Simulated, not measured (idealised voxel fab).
Presented below is a process module, voxel ribs on slabs.
The cross-section shown here is cut; it is 275 nm wide and divided into square cells measuring 5 nm on a side.
Notation: cross-section as square-cell grid; stated in bands, top first, going down; one or more cell rows per band. A band entry consists of two parts. The first gives the height of the band's top and the height of its bottom, in nm. The rest lists the band's materials from left to right, each with its width in nm. A single material labelled with the word "throughout" fills the band from edge to edge, and the word "air" marks empty space. Height reference: 0 = level under which incoming wafer is all one material. Lowest band: no bottom, runs on downward, e.g. "0 and below". The width entry "30->40" should be interpreted row by row: the top row of cells in the band takes the first number, the bottom row takes the second number, and the change between adjacent rows is uniform throughout. Basically "nothing altered" means that step didn't change any cell in the cross-section. The label "Unvented cavities" introduces a list of the empty spaces, 8 cells or larger, that have no open way up to the top; each entry in it reads width x height at distance, where the distance is taken from the left edge and all three are stated in nm. Anything after a step's settings on that line? It's the simulator's own note about the step. The line of a step may include "overlay nm". On a step with a mask, this value is how far to the right of its planned place the mask lay. A negative value means the mask lay to the left.

-- plan
1,RECEIVE (material Si)
2,DIRECTIONAL_DEP (material SiO2; thk nm 30)
3,DIRECTIONAL_DEP (material polySi; thk nm 25)
4,MASKED_ETCH (tone cover; mask id RIB; width nm 15; etch materials polySi; depth nm 15; overlay nm 0)
5,PATTERN (tone cover; mask id SLAB; material resist; width nm 75; thk nm 15; overlay nm 0)
6,DIRECTIONAL_ETCH (etch materials polySi; depth nm 10)
7,STRIP (etch materials resist)
8,FILL_DEP (material SiO2; thk nm 25)
9,CMP (height nm 75)
10,DIRECTIONAL_DEP (material W; thk nm 5)
11,DIRECTIONAL_DEP (material aC; thk nm 15)
12,PATTERN (tone cover; mask id HEATER; material resist; width nm 25; thk nm 30; overlay nm 0)
13,DIRECTIONAL_ETCH (etch materials aC; depth nm 15)
14,STRIP (etch materials resist)
15,DIRECTIONAL_ETCH (etch materials W; depth nm 5)
16,STRIP (etch materials aC)
17,CONFORMAL_DEP (material SiO2; thk nm 10)

-- The first wafer of two, processed as planned

-- Cross-section of the wafer as it came to us, i.e., already through step 1
0 and below: Si throughout
Unvented cavities: none

-- You're looking at a cross-section of the wafer after step 2
30 down to 0: SiO2 throughout
All layers under 0 are left as they were.

-- You're looking at a cross-section of the wafer after step 3
55 down to 30: polySi throughout
All layers under 30 are left as they were.

-- You're looking at a cross-section of the wafer after step 4
55 down to 40: air (130) | polySi (15) | air (130)
All layers under 40 are left as they were.

-- You're looking at a cross-section of the wafer after step 5
70 down to 55: air (100) | resist (75) | air (100)
55 down to 40: air (100) | resist (30) | polySi (15) | resist (30) | air (100)
All layers under 40 are left as they were.

-- You're looking at a cross-section of the wafer after step 6
70 down to 55: air (100) | resist (75) | air (100)
55 down to 40: air (100) | resist (30) | polySi (15) | resist (30) | air (100)
40 down to 30: air (100) | polySi (75) | air (100)
All layers under 30 are left as they were.

-- You're looking at a cross-section of the wafer after step 7
55 down to 40: air (130) | polySi (15) | air (130)
All layers under 40 are left as they were.

-- You're looking at a cross-section of the wafer after step 8
80 down to 55: SiO2 throughout
55 down to 40: SiO2 (130) | polySi (15) | SiO2 (130)
40 down to 30: SiO2 (100) | polySi (75) | SiO2 (100)
All layers under 30 are left as they were.

-- You're looking at a cross-section of the wafer after step 9
75 down to 55: SiO2 throughout
All layers under 55 are left as they were.

-- You're looking at a cross-section of the wafer after step 10
80 down to 75: W throughout
All layers under 75 are left as they were.

-- You're looking at a cross-section of the wafer after step 11
95 down to 80: aC throughout
All layers under 80 are left as they were.

-- You're looking at a cross-section of the wafer after step 12
125 down to 95: air (125) | resist (25) | air (125)
All layers under 95 are left as they were.

-- You're looking at a cross-section of the wafer after step 13
110 down to 95: air (125) | resist (25) | air (125)
95 down to 80: air (125) | aC (25) | air (125)
All layers under 80 are left as they were.

-- You're looking at a cross-section of the wafer after step 14
95 down to 80: air (125) | aC (25) | air (125)
All layers under 80 are left as they were.

-- You're looking at a cross-section of the wafer after step 15
95 down to 80: air (125) | aC (25) | air (125)
80 down to 75: air (125) | W (25) | air (125)
All layers under 75 are left as they were.

-- You're looking at a cross-section of the wafer after step 16
80 down to 75: air (125) | W (25) | air (125)
All layers under 75 are left as they were.

-- You're looking at a cross-section of the wafer after step 17
90 down to 85: air (115) | SiO2 (45) | air (115)
85 down to 80: SiO2 throughout
80 down to 75: SiO2 (125) | W (25) | SiO2 (125)
All layers under 75 are left as they were.

-- Second wafer. Start and plan as for the first. One mistake made in running. Agrees with the first up to and including step 11

-- Second wafer shown in cross-section at the time step 12 was slated to end
125 down to 95: air (125) | resist (30) | air (120)
All layers under 95 are left as they were.

-- Second wafer shown in cross-section at the time step 13 was slated to end
110 down to 95: air (125) | resist (30) | air (120)
95 down to 80: air (125) | aC (30) | air (120)
All layers under 80 are left as they were.

-- Second wafer shown in cross-section at the time step 14 was slated to end
95 down to 80: air (125) | aC (30) | air (120)
All layers under 80 are left as they were.

-- Second wafer shown in cross-section at the time step 15 was slated to end
95 down to 80: air (125) | aC (30) | air (120)
80 down to 75: air (125) | W (30) | air (120)
All layers under 75 are left as they were.

-- Second wafer shown in cross-section at the time step 16 was slated to end
80 down to 75: air (125) | W (30) | air (120)
All layers under 75 are left as they were.

-- Second wafer shown in cross-section at the time step 17 was slated to end
90 down to 85: air (115) | SiO2 (50) | air (110)
85 down to 80: SiO2 throughout
80 down to 75: SiO2 (125) | W (30) | SiO2 (120)
All layers under 75 are left as they were.
Against the plan, the run slipped here: off-plan run, step 12, actual operation and settings PATTERN (tone cover; mask id HEATER; material resist; width nm 30; thk nm 30; overlay nm 0)
In the final state, the cell counts of the second wafer exceed or fall short of those of the first for the following materials: +1 W
